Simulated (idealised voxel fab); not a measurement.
The following process module bears the name voxel wiring stack.
This is section cut - it's 215 nm across, gridded in 5 nm square cells.
A cross-section in this document is a grid of square cells, and it is written down as bands, the top band listed before the ones below it; a band is made up of one or more rows of cells.
Top, bottom (nm), then materials left to right with widths (nm); lone material tagged "everywhere" fills the whole band edge to edge; "air" = empty space.
All heights in this document are referenced to 0, defined as the level beneath which the wafer, as received, consists entirely of one material. The lowest band is not bounded below; it extends indefinitely downward and is written in the form "z 0 and below".
A width such as "30->40" changes by the same amount from each row of cells to the next, from the band's top row to its bottom row.
What does "identical to before" mean for a step? It means no cell of the cross-section changed in that step.
So "Enclosed void inventory" is basically the list of trapped voids: any empty space of 8 cells or more that can't reach the top through an opening. They're written width x height at distance, the distance being from the left edge, and it's all nm.
Past the settings on a step's line: simulator remark, on that step.
For masked steps, "overlay nm" on the step line gives how far right of plan the mask actually lay; a minus sign means it lay to the left.

Intended process steps
1,RECEIVE with material Si
2,CONFORMAL_DEP with material SiO2, thk nm 15
3,CONFORMAL_DEP with material SiN, thk nm 5
4,DIRECTIONAL_DEP with material lowk, thk nm 15
5,MASKED_ETCH with tone open, mask id METAL_1, width nm 25, pitch nm 45, etch materials lowk, depth nm 15, overlay nm 0
6,MASKED_ETCH with tone open, mask id METAL_1, width nm 25, pitch nm 45, etch materials SiN, depth nm 5, overlay nm 0
7,CONFORMAL_DEP with material TiN, thk nm 5
8,FILL_DEP with material Cu, thk nm 5
9,CMP with height nm 35
10,CONFORMAL_DEP with material SiCN, thk nm 5
11,DIRECTIONAL_DEP with material SiO2, thk nm 25
12,DIRECTIONAL_DEP with material aC, thk nm 10
13,PATTERN with tone open, mask id METAL_2_HOLES, material resist, width nm 15, pitch nm 45, thk nm 25, overlay nm 0
14,DIRECTIONAL_ETCH with etch materials aC, depth nm 10
15,STRIP with etch materials resist
16,DIRECTIONAL_ETCH with etch materials SiO2, depth nm 25
17,STRIP with etch materials aC
18,MASKED_ETCH with tone open, mask id METAL_2, width nm 25, pitch nm 45, etch materials SiO2, depth nm 15, overlay nm 0
19,MASKED_ETCH with tone open, mask id METAL_2, width nm 25, pitch nm 45, etch materials SiCN, depth nm 5, overlay nm 0
20,CONFORMAL_DEP with material TiN, thk nm 5
21,FILL_DEP with material Ru, thk nm 10
22,CMP with height nm 65
23,CONFORMAL_DEP with material SiCN, thk nm 5
24,DIRECTIONAL_DEP with material SiO2, thk nm 15
25,MASKED_ETCH with tone open, mask id PLUG_2, width nm 15, etch materials SiO2, depth nm 15, overlay nm 0
26,MASKED_ETCH with tone open, mask id PLUG_2, width nm 15, etch materials SiCN, depth nm 5, overlay nm 0
27,EPI with material Ru, thk nm 10
28,EPI with material Ru, thk nm 10
29,DIRECTIONAL_DEP with material TiN, thk nm 5
30,DIRECTIONAL_DEP with material Ru, thk nm 20
31,DIRECTIONAL_DEP with material aC, thk nm 10
32,PATTERN with tone cover, mask id METAL_3, material resist, width nm 25, pitch nm 45, thk nm 25, overlay nm 0
33,DIRECTIONAL_ETCH with etch materials aC, depth nm 10
34,STRIP with etch materials resist
35,DIRECTIONAL_ETCH with etch materials Ru, depth nm 20
36,DIRECTIONAL_ETCH with etch materials TiN, depth nm 5
37,STRIP with etch materials aC
38,FILL_DEP with material SiO2, thk nm 5
39,CMP with height nm 110
40,CONFORMAL_DEP with material SiCN, thk nm 5
41,DIRECTIONAL_DEP with material lowk, thk nm 25
42,MASKED_ETCH with tone open, mask id METAL_4, width nm 25, pitch nm 45, etch materials lowk, depth nm 15, overlay nm 0
43,DIRECTIONAL_DEP with material aC, thk nm 15
44,PATTERN with tone open, mask id METAL_4_HOLES, material resist, width nm 15, thk nm 35, overlay nm 0
45,DIRECTIONAL_ETCH with etch materials aC, depth nm 15
46,STRIP with etch materials resist
47,DIRECTIONAL_ETCH with etch materials lowk, depth nm 10
48,DIRECTIONAL_ETCH with etch materials SiCN, depth nm 5
49,STRIP with etch materials aC
50,CONFORMAL_DEP with material TiN, thk nm 5
51,FILL_DEP with material Cu, thk nm 10
52,CMP with height nm 140
53,CONFORMAL_DEP with material SiCN, thk nm 5

Cross-section of the wafer at receipt, which is the condition after step 1
* z 0 and below = Si everywhere
* Enclosed void inventory: none

Module complete - cross-section of the first of two wafers, run according to plan
* z 145 to 140 = SiCN everywhere
* z 140 to 130 = lowk 70  TiN 5  Cu 15  TiN 5  lowk 20  TiN 5  Cu 15  TiN 5  lowk 75
* z 130 to 125 = lowk 70  TiN 5  Cu 5  TiN 15  lowk 20  TiN 25  lowk 75
* z 125 to 115 = lowk 70  TiN 5  Cu 5  TiN 5  lowk 130
* z 115 to 110 = SiCN 70  TiN 15  SiCN 130
* z 110 to 90 = SiO2 70  Ru 25  SiO2 20  Ru 25  SiO2 75
* z 90 to 85 = SiO2 70  TiN 25  SiO2 20  TiN 25  SiO2 75
* z 85 to 70 = SiO2 70  Ru 15  SiO2 130
* z 70 to 65 = SiCN 70  Ru 15  SiCN 130
* z 65 to 55 = SiO2 70  TiN 5  Ru 15  TiN 5  SiO2 20  TiN 5  Ru 15  TiN 5  SiO2 75
* z 55 to 50 = SiO2 70  TiN 5  Ru 5  TiN 15  SiO2 20  TiN 5  Ru 5  TiN 15  SiO2 75
* z 50 to 40 = SiO2 70  TiN 5  Ru 5  TiN 5  SiO2 30  TiN 5  Ru 5  TiN 5  SiO2 85
* z 40 to 35 = SiCN 70  TiN 15  SiCN 30  TiN 15  SiCN 85
* z 35 to 20 = lowk 70  TiN 5  Cu 15  TiN 5  lowk 20  TiN 5  Cu 15  TiN 5  lowk 75
* z 20 to 15 = SiN 70  TiN 25  SiN 20  TiN 25  SiN 75
* z 15 to 0 = SiO2 everywhere
* z 0 and below = Si everywhere
* Enclosed void inventory: none

Cross-section of the latter of the two wafers at module completion. It had an identical start and an identical plan to the former; in running it, one mistake was made
* z 145 to 140 = SiCN everywhere
* z 140 to 130 = Cu 80->65  TiN 5->20  lowk 10  TiN 5  Cu 10  TiN 5  lowk 25  TiN 5  Cu 70
* z 130 to 125 = TiN 70  lowk 25  TiN 20  lowk 25  TiN 75
* z 125 to 115 = lowk everywhere
* z 115 to 110 = SiCN everywhere
* z 110 to 90 = SiO2 70  Ru 25  SiO2 20  Ru 25  SiO2 75
* z 90 to 85 = SiO2 70  TiN 25  SiO2 20  TiN 25  SiO2 75
* z 85 to 70 = SiO2 70  Ru 15  SiO2 130
* z 70 to 65 = SiCN 70  Ru 15  SiCN 130
* z 65 to 55 = SiO2 70  TiN 5  Ru 15  TiN 5  SiO2 20  TiN 5  Ru 15  TiN 5  SiO2 75
* z 55 to 50 = SiO2 70  TiN 5  Ru 5  TiN 15  SiO2 20  TiN 5  Ru 5  TiN 15  SiO2 75
* z 50 to 40 = SiO2 70  TiN 5  Ru 5  TiN 5  SiO2 30  TiN 5  Ru 5  TiN 5  SiO2 85
* z 40 to 35 = SiCN 70  TiN 15  SiCN 30  TiN 15  SiCN 85
* z 35 to 20 = lowk 70  TiN 5  Cu 15  TiN 5  lowk 20  TiN 5  Cu 15  TiN 5  lowk 75
* z 20 to 15 = SiN 70  TiN 25  SiN 20  TiN 25  SiN 75
* z 15 to 0 = SiO2 everywhere
* z 0 and below = Si everywhere
* Enclosed void inventory: none
Deviation noted in wafer processing: step 42 was not run as planned; what actually ran was MASKED_ETCH with tone cover, mask id METAL_4, width nm 25, pitch nm 45, etch materials lowk, depth nm 15, overlay nm 0
Counted in cells at the end, the second wafer holds more or fewer of these materials than the first: Cu: 46 more, SiCN: 3 more, TiN: 20 more, lowk: 69 fewer
